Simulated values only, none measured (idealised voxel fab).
process module | voxel transistor to metal
cross-section cut | 180 nm wide | cells 5 nm
A cross-section is a grid of square cells, given in bands from the top down. A band is one or more rows of cells.
Each band's line starts with the height of the band's top and of its bottom, in nm. Then come its materials from left to right, each with its width in nm. One material with "throughout" fills the band from edge to edge. "air" is empty space.
Height 0 is the level under which the wafer as received is all one material. The lowest band goes on downwards, as in "0 down".
A width such as "30 to 40" changes by the same amount from each row of cells to the next, from the band's top row to its bottom row.
"no change" after a step means that no cell of the cross-section changed.
closed voids: empty space of 8 cells or more with no open way to the top, each as width x height at its distance from the left edge, in nm
after a step's settings: what the simulator itself notes on the step
overlay nm, on a step with a mask: how far to the right of its planned place the mask lay; to the left if negative
plan
1 op RECEIVE | material Si
2 op OXIDIZE | depth nm 5
3 op CONFORMAL_DEP | material SiN | thk nm 15
4 op DIRECTIONAL_DEP | material aC | thk nm 10
5 op PATTERN | tone cover | mask id ACTIVE | material resist | width nm 110 | thk nm 30 | overlay nm 0
6 op DIRECTIONAL_ETCH | etch materials aC | depth nm 10
7 op STRIP | etch materials resist
8 op DIRECTIONAL_ETCH | etch materials SiN | depth nm 15
9 op DIRECTIONAL_ETCH | etch materials SiO2 | depth nm 5
10 op DIRECTIONAL_ETCH | etch materials Si | depth nm 30
11 op STRIP | etch materials aC
12 op FILL_DEP | material SiO2 | thk nm 5
13 op CMP | height nm 15
14 op SELECTIVE_ETCH | etch materials SiO2 | depth nm 10
15 op STRIP | etch materials SiN
16 op SELECTIVE_ETCH | etch materials SiO2 | depth nm 5
17 op OXIDIZE | depth nm 5
18 op DIRECTIONAL_DEP | material polySi | thk nm 20
19 op DIRECTIONAL_DEP | material SiCN | thk nm 15
20 op PATTERN | tone cover | mask id GATE | material resist | width nm 30 | thk nm 15 | overlay nm 0
21 op DIRECTIONAL_ETCH | etch materials SiCN | depth nm 25
22 op DIRECTIONAL_ETCH | etch materials polySi | depth nm 30
23 op STRIP | etch materials resist
24 op CONFORMAL_DEP | material SiO2 | thk nm 5
25 op DIRECTIONAL_ETCH | etch materials SiO2 | depth nm 5
26 op CONFORMAL_DEP | material SiN | thk nm 5
27 op DIRECTIONAL_ETCH | etch materials SiN | depth nm 5
28 op DIRECTIONAL_ETCH | etch materials SiO2 | depth nm 5
29 op EPI | material nSi | thk nm 5
30 op FILL_DEP | material SiO2 | thk nm 10
31 op CMP | height nm 15
32 op STRIP | etch materials polySi
33 op SELECTIVE_ETCH | etch materials SiO2 | depth nm 5
34 op CONFORMAL_DEP | material HfO2 | thk nm 5
35 op CONFORMAL_DEP | material TiN | thk nm 5
36 op FILL_DEP | material W | thk nm 10
37 op CMP | height nm 10
38 op DIRECTIONAL_DEP | material SiO2 | thk nm 10
39 op PATTERN | tone open | mask id CONTACT | material resist | width nm 20 | pitch nm 80 | thk nm 15 | overlay nm 0
40 op DIRECTIONAL_ETCH | etch materials SiO2 | depth nm 25
41 op STRIP | etch materials resist
42 op CONFORMAL_DEP | material TiN | thk nm 5
43 op FILL_DEP | material W | thk nm 10
44 op CMP | height nm 20
45 op DIRECTIONAL_DEP | material TiN | thk nm 5
46 op DIRECTIONAL_DEP | material W | thk nm 20
47 op DIRECTIONAL_DEP | material aC | thk nm 10
48 op PATTERN | tone cover | mask id METAL_1 | material resist | width nm 20 | pitch nm 80 | thk nm 25 | overlay nm 0
49 op DIRECTIONAL_ETCH | etch materials aC | depth nm 10
50 op STRIP | etch materials resist
51 op DIRECTIONAL_ETCH | etch materials W | depth nm 20
52 op DIRECTIONAL_ETCH | etch materials TiN | depth nm 5
53 op STRIP | etch materials aC
54 op FILL_DEP | material SiO2 | thk nm 10
55 op CMP | height nm 45
56 op CONFORMAL_DEP | material SiCN | thk nm 5
57 op DIRECTIONAL_DEP | material lowk | thk nm 35
58 op MASKED_ETCH | tone open | mask id METAL_2 | width nm 20 | pitch nm 80 | etch materials lowk | depth nm 20 | overlay nm 0
59 op PATTERN | tone open | mask id METAL_2_HOLES | material resist | width nm 15 | pitch nm 80 | thk nm 20 | overlay nm 0
60 op DIRECTIONAL_ETCH | etch materials lowk | depth nm 15
61 op DIRECTIONAL_ETCH | etch materials SiCN | depth nm 5
62 op STRIP | etch materials resist
63 op CONFORMAL_DEP | material TiN | thk nm 5
64 op FILL_DEP | material Cu | thk nm 5
65 op CMP | height nm 85
66 op CONFORMAL_DEP | material SiCN | thk nm 5
first wafer, as planned
as received, after step 1
  0 down: Si throughout
  closed voids: none
after step 2
  0 to -5: SiO2 throughout
  below -5: unchanged
after step 3
  15 to 0: SiN throughout
  below 0: unchanged
after step 4
  25 to 15: aC throughout
  below 15: unchanged
after step 5
  55 to 25: air 35 | resist 110 | air 35
  below 25: unchanged
after step 6
  45 to 25: air 35 | resist 110 | air 35
  25 to 15: air 35 | aC 110 | air 35
  below 15: unchanged
after step 7
  25 to 15: air 35 | aC 110 | air 35
  below 15: unchanged
after step 8
  25 to 15: air 35 | aC 110 | air 35
  15 to 0: air 35 | SiN 110 | air 35
  below 0: unchanged
after step 9
  25 to 15: air 35 | aC 110 | air 35
  15 to 0: air 35 | SiN 110 | air 35
  0 to -5: air 35 | SiO2 110 | air 35
  below -5: unchanged
after step 10
  25 to 15: air 35 | aC 110 | air 35
  15 to 0: air 35 | SiN 110 | air 35
  0 to -5: air 35 | SiO2 110 | air 35
  -5 to -35: air 35 | Si 110 | air 35
  below -35: unchanged
after step 11
  15 to 0: air 35 | SiN 110 | air 35
  below 0: unchanged
after step 12
  20 to 15: SiO2 throughout
  15 to 0: SiO2 35 | SiN 110 | SiO2 35
  0 to -5: SiO2 throughout
  -5 to -35: SiO2 35 | Si 110 | SiO2 35
  below -35: unchanged
after step 13
  15 to 0: SiO2 35 | SiN 110 | SiO2 35
  below 0: unchanged
after step 14
  15 to 5: air 35 | SiN 110 | air 35
  below 5: unchanged
after step 15
  5 to 0: SiO2 35 | air 110 | SiO2 35
  below 0: unchanged
after step 16
  0 to -5: SiO2 30 | air 120 | SiO2 30
  below -5: unchanged
after step 17
  0 to -5: SiO2 30 | air 120 | SiO2 30
  -5 to -10: SiO2 throughout
  below -10: unchanged
after step 18
  20 to 15: polySi 30 | air 120 | polySi 30
  15 to 0: polySi throughout
  0 to -5: SiO2 30 | polySi 120 | SiO2 30
  below -5: unchanged
after step 19
  35 to 30: SiCN 30 | air 120 | SiCN 30
  30 to 20: SiCN throughout
  20 to 15: polySi 30 | SiCN 120 | polySi 30
  below 15: unchanged
after step 20
  50 to 35: air 75 | resist 30 | air 75
  35 to 30: SiCN 30 | air 45 | resist 30 | air 45 | SiCN 30
  below 30: unchanged
after step 21
  50 to 30: air 75 | resist 30 | air 75
  30 to 20: air 75 | SiCN 30 | air 75
  20 to 15: polySi 30 | air 45 | SiCN 30 | air 45 | polySi 30
  below 15: unchanged
after step 22
  50 to 30: air 75 | resist 30 | air 75
  30 to 15: air 75 | SiCN 30 | air 75
  15 to 0: air 75 | polySi 30 | air 75
  0 to -5: SiO2 30 | air 45 | polySi 30 | air 45 | SiO2 30
  below -5: unchanged
after step 23
  30 to 15: air 75 | SiCN 30 | air 75
  below 15: unchanged
after step 24
  35 to 30: air 70 | SiO2 40 | air 70
  30 to 15: air 70 | SiO2 5 | SiCN 30 | SiO2 5 | air 70
  15 to 5: air 70 | SiO2 5 | polySi 30 | SiO2 5 | air 70
  5 to 0: SiO2 35 | air 35 | SiO2 5 | polySi 30 | SiO2 5 | air 35 | SiO2 35
  0 to -5: SiO2 75 | polySi 30 | SiO2 75
  below -5: unchanged
after step 25
  30 to 15: air 70 | SiO2 5 | SiCN 30 | SiO2 5 | air 70
  15 to 0: air 70 | SiO2 5 | polySi 30 | SiO2 5 | air 70
  0 to -5: SiO2 35 | air 35 | SiO2 5 | polySi 30 | SiO2 5 | air 35 | SiO2 35
  below -5: unchanged
after step 26
  35 to 30: air 65 | SiN 50 | air 65
  30 to 15: air 65 | SiN 5 | SiO2 5 | SiCN 30 | SiO2 5 | SiN 5 | air 65
  15 to 5: air 65 | SiN 5 | SiO2 5 | polySi 30 | SiO2 5 | SiN 5 | air 65
  5 to 0: SiN 40 | air 25 | SiN 5 | SiO2 5 | polySi 30 | SiO2 5 | SiN 5 | air 25 | SiN 40
  0 to -5: SiO2 35 | SiN 35 | SiO2 5 | polySi 30 | SiO2 5 | SiN 35 | SiO2 35
  below -5: unchanged
after step 27
  30 to 15: air 65 | SiN 5 | SiO2 5 | SiCN 30 | SiO2 5 | SiN 5 | air 65
  15 to 0: air 65 | SiN 5 | SiO2 5 | polySi 30 | SiO2 5 | SiN 5 | air 65
  0 to -5: SiO2 35 | SiN 5 | air 25 | SiN 5 | SiO2 5 | polySi 30 | SiO2 5 | SiN 5 | air 25 | SiN 5 | SiO2 35
  below -5: unchanged
after step 28
  30 to 25: air 65 | SiN 5 | air 5 | SiCN 30 | air 5 | SiN 5 | air 65
  25 to 15: air 65 | SiN 5 | SiO2 5 | SiCN 30 | SiO2 5 | SiN 5 | air 65
  15 to 0: air 65 | SiN 5 | SiO2 5 | polySi 30 | SiO2 5 | SiN 5 | air 65
  0 to -5: air 35 | SiN 5 | air 25 | SiN 5 | SiO2 5 | polySi 30 | SiO2 5 | SiN 5 | air 25 | SiN 5 | air 35
  -5 to -10: SiO2 40 | air 25 | SiO2 50 | air 25 | SiO2 40
  below -10: unchanged
after step 29
  30 to 25: air 65 | SiN 5 | air 5 | SiCN 30 | air 5 | SiN 5 | air 65
  25 to 15: air 65 | SiN 5 | SiO2 5 | SiCN 30 | SiO2 5 | SiN 5 | air 65
  15 to 0: air 65 | SiN 5 | SiO2 5 | polySi 30 | SiO2 5 | SiN 5 | air 65
  0 to -5: air 35 | SiN 5 | air 25 | SiN 5 | SiO2 5 | polySi 30 | SiO2 5 | SiN 5 | air 25 | SiN 5 | air 35
  -5 to -10: SiO2 40 | nSi 25 | SiO2 50 | nSi 25 | SiO2 40
  below -10: unchanged
after step 30
  40 to 30: SiO2 throughout
  30 to 15: SiO2 65 | SiN 5 | SiO2 5 | SiCN 30 | SiO2 5 | SiN 5 | SiO2 65
  15 to 0: SiO2 65 | SiN 5 | SiO2 5 | polySi 30 | SiO2 5 | SiN 5 | SiO2 65
  0 to -5: SiO2 35 | SiN 5 | SiO2 25 | SiN 5 | SiO2 5 | polySi 30 | SiO2 5 | SiN 5 | SiO2 25 | SiN 5 | SiO2 35
  below -5: unchanged
after step 31
  15 to 0: SiO2 65 | SiN 5 | SiO2 5 | polySi 30 | SiO2 5 | SiN 5 | SiO2 65
  below 0: unchanged
after step 32
  15 to 0: SiO2 65 | SiN 5 | SiO2 5 | air 30 | SiO2 5 | SiN 5 | SiO2 65
  0 to -5: SiO2 35 | SiN 5 | SiO2 25 | SiN 5 | SiO2 5 | air 30 | SiO2 5 | SiN 5 | SiO2 25 | SiN 5 | SiO2 35
  below -5: unchanged
after step 33
  15 to 10: air 65 | SiN 5 | air 40 | SiN 5 | air 65
  10 to 0: SiO2 65 | SiN 5 | air 40 | SiN 5 | SiO2 65
  0 to -5: SiO2 35 | SiN 5 | SiO2 25 | SiN 5 | air 40 | SiN 5 | SiO2 25 | SiN 5 | SiO2 35
  -5 to -10: SiO2 40 | nSi 25 | SiO2 5 | air 40 | SiO2 5 | nSi 25 | SiO2 40
  below -10: unchanged
after step 34
  20 to 15: air 60 | HfO2 15 | air 30 | HfO2 15 | air 60
  15 to 10: HfO2 65 | SiN 5 | HfO2 5 | air 30 | HfO2 5 | SiN 5 | HfO2 65
  10 to 0: SiO2 65 | SiN 5 | HfO2 5 | air 30 | HfO2 5 | SiN 5 | SiO2 65
  0 to -5: SiO2 35 | SiN 5 | SiO2 25 | SiN 5 | HfO2 5 | air 30 | HfO2 5 | SiN 5 | SiO2 25 | SiN 5 | SiO2 35
  -5 to -10: SiO2 40 | nSi 25 | SiO2 5 | HfO2 40 | SiO2 5 | nSi 25 | SiO2 40
  below -10: unchanged
after step 35
  25 to 20: air 55 | TiN 25 | air 20 | TiN 25 | air 55
  20 to 15: TiN 60 | HfO2 15 | TiN 5 | air 20 | TiN 5 | HfO2 15 | TiN 60
  15 to 10: HfO2 65 | SiN 5 | HfO2 5 | TiN 5 | air 20 | TiN 5 | HfO2 5 | SiN 5 | HfO2 65
  10 to 0: SiO2 65 | SiN 5 | HfO2 5 | TiN 5 | air 20 | TiN 5 | HfO2 5 | SiN 5 | SiO2 65
  0 to -5: SiO2 35 | SiN 5 | SiO2 25 | SiN 5 | HfO2 5 | TiN 30 | HfO2 5 | SiN 5 | SiO2 25 | SiN 5 | SiO2 35
  below -5: unchanged
after step 36
  35 to 25: W throughout
  25 to 20: W 55 | TiN 25 | W 20 | TiN 25 | W 55
  20 to 15: TiN 60 | HfO2 15 | TiN 5 | W 20 | TiN 5 | HfO2 15 | TiN 60
  15 to 10: HfO2 65 | SiN 5 | HfO2 5 | TiN 5 | W 20 | TiN 5 | HfO2 5 | SiN 5 | HfO2 65
  10 to 0: SiO2 65 | SiN 5 | HfO2 5 | TiN 5 | W 20 | TiN 5 | HfO2 5 | SiN 5 | SiO2 65
  below 0: unchanged
after step 37
  10 to 0: SiO2 65 | SiN 5 | HfO2 5 | TiN 5 | W 20 | TiN 5 | HfO2 5 | SiN 5 | SiO2 65
  below 0: unchanged
after step 38
  20 to 10: SiO2 throughout
  below 10: unchanged
after step 39
  35 to 20: resist 40 | air 20 | resist 60 | air 20 | resist 40
  below 20: unchanged
after step 40
  35 to 20: resist 40 | air 20 | resist 60 | air 20 | resist 40
  20 to 10: SiO2 40 | air 20 | SiO2 60 | air 20 | SiO2 40
  10 to 0: SiO2 40 | air 20 | SiO2 5 | SiN 5 | HfO2 5 | TiN 5 | W 20 | TiN 5 | HfO2 5 | SiN 5 | SiO2 5 | air 20 | SiO2 40
  0 to -5: SiO2 35 | SiN 5 | air 20 | SiO2 5 | SiN 5 | HfO2 5 | TiN 30 | HfO2 5 | SiN 5 | SiO2 5 | air 20 | SiN 5 | SiO2 35
  below -5: unchanged
after step 41
  20 to 10: SiO2 40 | air 20 | SiO2 60 | air 20 | SiO2 40
  below 10: unchanged
after step 42
  25 to 20: TiN 45 | air 10 | TiN 70 | air 10 | TiN 45
  20 to 10: SiO2 40 | TiN 5 | air 10 | TiN 5 | SiO2 60 | TiN 5 | air 10 | TiN 5 | SiO2 40
  10 to 0: SiO2 40 | TiN 5 | air 10 | TiN 5 | SiO2 5 | SiN 5 | HfO2 5 | TiN 5 | W 20 | TiN 5 | HfO2 5 | SiN 5 | SiO2 5 | TiN 5 | air 10 | TiN 5 | SiO2 40
  0 to -5: SiO2 35 | SiN 5 | TiN 20 | SiO2 5 | SiN 5 | HfO2 5 | TiN 30 | HfO2 5 | SiN 5 | SiO2 5 | TiN 20 | SiN 5 | SiO2 35
  below -5: unchanged
after step 43
  35 to 25: W throughout
  25 to 20: TiN 45 | W 10 | TiN 70 | W 10 | TiN 45
  20 to 10: SiO2 40 | TiN 5 | W 10 | TiN 5 | SiO2 60 | TiN 5 | W 10 | TiN 5 | SiO2 40
  10 to 0: SiO2 40 | TiN 5 | W 10 | TiN 5 | SiO2 5 | SiN 5 | HfO2 5 | TiN 5 | W 20 | TiN 5 | HfO2 5 | SiN 5 | SiO2 5 | TiN 5 | W 10 | TiN 5 | SiO2 40
  below 0: unchanged
after step 44
  20 to 10: SiO2 40 | TiN 5 | W 10 | TiN 5 | SiO2 60 | TiN 5 | W 10 | TiN 5 | SiO2 40
  below 10: unchanged
after step 45
  25 to 20: TiN throughout
  below 20: unchanged
after step 46
  45 to 25: W throughout
  below 25: unchanged
after step 47
  55 to 45: aC throughout
  below 45: unchanged
after step 48
  80 to 55: air 40 | resist 20 | air 60 | resist 20 | air 40
  below 55: unchanged
after step 49
  70 to 55: air 40 | resist 20 | air 60 | resist 20 | air 40
  55 to 45: air 40 | aC 20 | air 60 | aC 20 | air 40
  below 45: unchanged
after step 50
  55 to 45: air 40 | aC 20 | air 60 | aC 20 | air 40
  below 45: unchanged
after step 51
  55 to 45: air 40 | aC 20 | air 60 | aC 20 | air 40
  45 to 25: air 40 | W 20 | air 60 | W 20 | air 40
  below 25: unchanged
after step 52
  55 to 45: air 40 | aC 20 | air 60 | aC 20 | air 40
  45 to 25: air 40 | W 20 | air 60 | W 20 | air 40
  25 to 20: air 40 | TiN 20 | air 60 | TiN 20 | air 40
  below 20: unchanged
after step 53
  45 to 25: air 40 | W 20 | air 60 | W 20 | air 40
  below 25: unchanged
after step 54
  55 to 45: SiO2 throughout
  45 to 25: SiO2 40 | W 20 | SiO2 60 | W 20 | SiO2 40
  25 to 20: SiO2 40 | TiN 20 | SiO2 60 | TiN 20 | SiO2 40
  below 20: unchanged
after step 55
  45 to 25: SiO2 40 | W 20 | SiO2 60 | W 20 | SiO2 40
  below 25: unchanged
after step 56
  50 to 45: SiCN throughout
  below 45: unchanged
after step 57
  85 to 50: lowk throughout
  below 50: unchanged
after step 58
  85 to 65: lowk 40 | air 20 | lowk 60 | air 20 | lowk 40
  below 65: unchanged
after step 59
  105 to 85: resist 40 | air 15 | resist 65 | air 15 | resist 45
  85 to 65: lowk 40 | air 15 | resist 5 | lowk 60 | air 15 | resist 5 | lowk 40
  below 65: unchanged
after step 60
  105 to 85: resist 40 | air 15 | resist 65 | air 15 | resist 45
  85 to 65: lowk 40 | air 15 | resist 5 | lowk 60 | air 15 | resist 5 | lowk 40
  65 to 50: lowk 40 | air 15 | lowk 65 | air 15 | lowk 45
  below 50: unchanged
after step 61
  105 to 85: resist 40 | air 15 | resist 65 | air 15 | resist 45
  85 to 65: lowk 40 | air 15 | resist 5 | lowk 60 | air 15 | resist 5 | lowk 40
  65 to 50: lowk 40 | air 15 | lowk 65 | air 15 | lowk 45
  50 to 45: SiCN 40 | air 15 | SiCN 65 | air 15 | SiCN 45
  below 45: unchanged
after step 62
  85 to 65: lowk 40 | air 20 | lowk 60 | air 20 | lowk 40
  below 65: unchanged
after step 63
  90 to 85: TiN 45 | air 10 | TiN 70 | air 10 | TiN 45
  85 to 70: lowk 40 | TiN 5 | air 10 | TiN 5 | lowk 60 | TiN 5 | air 10 | TiN 5 | lowk 40
  70 to 65: lowk 40 | TiN 5 | air 5 | TiN 10 | lowk 60 | TiN 5 | air 5 | TiN 10 | lowk 40
  65 to 50: lowk 40 | TiN 5 | air 5 | TiN 5 | lowk 65 | TiN 5 | air 5 | TiN 5 | lowk 45
  50 to 45: SiCN 40 | TiN 15 | SiCN 65 | TiN 15 | SiCN 45
  below 45: unchanged
after step 64
  95 to 90: Cu throughout
  90 to 85: TiN 45 | Cu 10 | TiN 70 | Cu 10 | TiN 45
  85 to 70: lowk 40 | TiN 5 | Cu 10 | TiN 5 | lowk 60 | TiN 5 | Cu 10 | TiN 5 | lowk 40
  70 to 65: lowk 40 | TiN 5 | Cu 5 | TiN 10 | lowk 60 | TiN 5 | Cu 5 | TiN 10 | lowk 40
  65 to 50: lowk 40 | TiN 5 | Cu 5 | TiN 5 | lowk 65 | TiN 5 | Cu 5 | TiN 5 | lowk 45
  below 50: unchanged
after step 65
  85 to 70: lowk 40 | TiN 5 | Cu 10 | TiN 5 | lowk 60 | TiN 5 | Cu 10 | TiN 5 | lowk 40
  below 70: unchanged
after step 66
  90 to 85: SiCN throughout
  below 85: unchanged
second wafer: like start, like plan, one mistake. Through step 25 it matches the first wafer
when step 26 should have ended: no change
when step 27 should have ended: no change
when step 28 should have ended
  30 to 25: air 75 | SiCN 30 | air 75
  25 to 15: air 70 | SiO2 5 | SiCN 30 | SiO2 5 | air 70
  15 to -5: air 70 | SiO2 5 | polySi 30 | SiO2 5 | air 70
  -5 to -10: SiO2 35 | air 35 | SiO2 40 | air 35 | SiO2 35
  below -10: unchanged
when step 29 should have ended
  30 to 25: air 75 | SiCN 30 | air 75
  25 to 15: air 70 | SiO2 5 | SiCN 30 | SiO2 5 | air 70
  15 to -5: air 70 | SiO2 5 | polySi 30 | SiO2 5 | air 70
  -5 to -10: SiO2 35 | nSi 35 | SiO2 40 | nSi 35 | SiO2 35
  below -10: unchanged
when step 30 should have ended
  40 to 30: SiO2 throughout
  30 to 15: SiO2 75 | SiCN 30 | SiO2 75
  15 to -5: SiO2 75 | polySi 30 | SiO2 75
  below -5: unchanged
when step 31 should have ended
  15 to -5: SiO2 75 | polySi 30 | SiO2 75
  below -5: unchanged
when step 32 should have ended
  15 to -5: SiO2 75 | air 30 | SiO2 75
  below -5: unchanged
when step 33 should have ended
  10 to -5: SiO2 70 | air 40 | SiO2 70
  -5 to -10: SiO2 35 | nSi 35 | air 40 | nSi 35 | SiO2 35
  below -10: unchanged
when step 34 should have ended
  15 to 10: HfO2 75 | air 30 | HfO2 75
  10 to -5: SiO2 70 | HfO2 5 | air 30 | HfO2 5 | SiO2 70
  -5 to -10: SiO2 35 | nSi 35 | HfO2 40 | nSi 35 | SiO2 35
  below -10: unchanged
when step 35 should have ended
  20 to 15: TiN 80 | air 20 | TiN 80
  15 to 10: HfO2 75 | TiN 5 | air 20 | TiN 5 | HfO2 75
  10 to 0: SiO2 70 | HfO2 5 | TiN 5 | air 20 | TiN 5 | HfO2 5 | SiO2 70
  0 to -5: SiO2 70 | HfO2 5 | TiN 30 | HfO2 5 | SiO2 70
  below -5: unchanged
when step 36 should have ended
  30 to 20: W throughout
  20 to 15: TiN 80 | W 20 | TiN 80
  15 to 10: HfO2 75 | TiN 5 | W 20 | TiN 5 | HfO2 75
  10 to 0: SiO2 70 | HfO2 5 | TiN 5 | W 20 | TiN 5 | HfO2 5 | SiO2 70
  below 0: unchanged
when step 37 should have ended
  10 to 0: SiO2 70 | HfO2 5 | TiN 5 | W 20 | TiN 5 | HfO2 5 | SiO2 70
  below 0: unchanged
when step 38 should have ended
  20 to 10: SiO2 throughout
  below 10: unchanged
when step 39 should have ended
  35 to 20: resist 40 | air 20 | resist 60 | air 20 | resist 40
  below 20: unchanged
when step 40 should have ended
  35 to 20: resist 40 | air 20 | resist 60 | air 20 | resist 40
  20 to 10: SiO2 40 | air 20 | SiO2 60 | air 20 | SiO2 40
  10 to 0: SiO2 40 | air 20 | SiO2 10 | HfO2 5 | TiN 5 | W 20 | TiN 5 | HfO2 5 | SiO2 10 | air 20 | SiO2 40
  0 to -5: SiO2 40 | air 20 | SiO2 10 | HfO2 5 | TiN 30 | HfO2 5 | SiO2 10 | air 20 | SiO2 40
  below -5: unchanged
when step 41 should have ended
  20 to 10: SiO2 40 | air 20 | SiO2 60 | air 20 | SiO2 40
  below 10: unchanged
when step 42 should have ended
  25 to 20: TiN 45 | air 10 | TiN 70 | air 10 | TiN 45
  20 to 10: SiO2 40 | TiN 5 | air 10 | TiN 5 | SiO2 60 | TiN 5 | air 10 | TiN 5 | SiO2 40
  10 to 0: SiO2 40 | TiN 5 | air 10 | TiN 5 | SiO2 10 | HfO2 5 | TiN 5 | W 20 | TiN 5 | HfO2 5 | SiO2 10 | TiN 5 | air 10 | TiN 5 | SiO2 40
  0 to -5: SiO2 40 | TiN 20 | SiO2 10 | HfO2 5 | TiN 30 | HfO2 5 | SiO2 10 | TiN 20 | SiO2 40
  below -5: unchanged
when step 43 should have ended
  35 to 25: W throughout
  25 to 20: TiN 45 | W 10 | TiN 70 | W 10 | TiN 45
  20 to 10: SiO2 40 | TiN 5 | W 10 | TiN 5 | SiO2 60 | TiN 5 | W 10 | TiN 5 | SiO2 40
  10 to 0: SiO2 40 | TiN 5 | W 10 | TiN 5 | SiO2 10 | HfO2 5 | TiN 5 | W 20 | TiN 5 | HfO2 5 | SiO2 10 | TiN 5 | W 10 | TiN 5 | SiO2 40
  below 0: unchanged
when step 44 should have ended
  20 to 10: SiO2 40 | TiN 5 | W 10 | TiN 5 | SiO2 60 | TiN 5 | W 10 | TiN 5 | SiO2 40
  below 10: unchanged
when step 45 should have ended
  25 to 20: TiN throughout
  below 20: unchanged
when step 46 should have ended
  45 to 25: W throughout
  below 25: unchanged
when step 47 should have ended
  55 to 45: aC throughout
  below 45: unchanged
when step 48 should have ended
  80 to 55: air 40 | resist 20 | air 60 | resist 20 | air 40
  below 55: unchanged
when step 49 should have ended
  70 to 55: air 40 | resist 20 | air 60 | resist 20 | air 40
  55 to 45: air 40 | aC 20 | air 60 | aC 20 | air 40
  below 45: unchanged
when step 50 should have ended
  55 to 45: air 40 | aC 20 | air 60 | aC 20 | air 40
  below 45: unchanged
when step 51 should have ended
  55 to 45: air 40 | aC 20 | air 60 | aC 20 | air 40
  45 to 25: air 40 | W 20 | air 60 | W 20 | air 40
  below 25: unchanged
when step 52 should have ended
  55 to 45: air 40 | aC 20 | air 60 | aC 20 | air 40
  45 to 25: air 40 | W 20 | air 60 | W 20 | air 40
  25 to 20: air 40 | TiN 20 | air 60 | TiN 20 | air 40
  below 20: unchanged
when step 53 should have ended
  45 to 25: air 40 | W 20 | air 60 | W 20 | air 40
  below 25: unchanged
when step 54 should have ended
  55 to 45: SiO2 throughout
  45 to 25: SiO2 40 | W 20 | SiO2 60 | W 20 | SiO2 40
  25 to 20: SiO2 40 | TiN 20 | SiO2 60 | TiN 20 | SiO2 40
  below 20: unchanged
when step 55 should have ended
  45 to 25: SiO2 40 | W 20 | SiO2 60 | W 20 | SiO2 40
  below 25: unchanged
when step 56 should have ended
  50 to 45: SiCN throughout
  below 45: unchanged
when step 57 should have ended
  85 to 50: lowk throughout
  below 50: unchanged
when step 58 should have ended
  85 to 65: lowk 40 | air 20 | lowk 60 | air 20 | lowk 40
  below 65: unchanged
when step 59 should have ended
  105 to 85: resist 40 | air 15 | resist 65 | air 15 | resist 45
  85 to 65: lowk 40 | air 15 | resist 5 | lowk 60 | air 15 | resist 5 | lowk 40
  below 65: unchanged
when step 60 should have ended
  105 to 85: resist 40 | air 15 | resist 65 | air 15 | resist 45
  85 to 65: lowk 40 | air 15 | resist 5 | lowk 60 | air 15 | resist 5 | lowk 40
  65 to 50: lowk 40 | air 15 | lowk 65 | air 15 | lowk 45
  below 50: unchanged
when step 61 should have ended
  105 to 85: resist 40 | air 15 | resist 65 | air 15 | resist 45
  85 to 65: lowk 40 | air 15 | resist 5 | lowk 60 | air 15 | resist 5 | lowk 40
  65 to 50: lowk 40 | air 15 | lowk 65 | air 15 | lowk 45
  50 to 45: SiCN 40 | air 15 | SiCN 65 | air 15 | SiCN 45
  below 45: unchanged
when step 62 should have ended
  85 to 65: lowk 40 | air 20 | lowk 60 | air 20 | lowk 40
  below 65: unchanged
when step 63 should have ended
  90 to 85: TiN 45 | air 10 | TiN 70 | air 10 | TiN 45
  85 to 70: lowk 40 | TiN 5 | air 10 | TiN 5 | lowk 60 | TiN 5 | air 10 | TiN 5 | lowk 40
  70 to 65: lowk 40 | TiN 5 | air 5 | TiN 10 | lowk 60 | TiN 5 | air 5 | TiN 10 | lowk 40
  65 to 50: lowk 40 | TiN 5 | air 5 | TiN 5 | lowk 65 | TiN 5 | air 5 | TiN 5 | lowk 45
  50 to 45: SiCN 40 | TiN 15 | SiCN 65 | TiN 15 | SiCN 45
  below 45: unchanged
when step 64 should have ended
  95 to 90: Cu throughout
  90 to 85: TiN 45 | Cu 10 | TiN 70 | Cu 10 | TiN 45
  85 to 70: lowk 40 | TiN 5 | Cu 10 | TiN 5 | lowk 60 | TiN 5 | Cu 10 | TiN 5 | lowk 40
  70 to 65: lowk 40 | TiN 5 | Cu 5 | TiN 10 | lowk 60 | TiN 5 | Cu 5 | TiN 10 | lowk 40
  65 to 50: lowk 40 | TiN 5 | Cu 5 | TiN 5 | lowk 65 | TiN 5 | Cu 5 | TiN 5 | lowk 45
  below 50: unchanged
when step 65 should have ended
  85 to 70: lowk 40 | TiN 5 | Cu 10 | TiN 5 | lowk 60 | TiN 5 | Cu 10 | TiN 5 | lowk 40
  below 70: unchanged
when step 66 should have ended
  90 to 85: SiCN throughout
  below 85: unchanged
what went wrong: step 26 was left out
at the end the second wafer has, in cells: 8 fewer of SiN | 4 more of SiO2 | 4 more of nSi
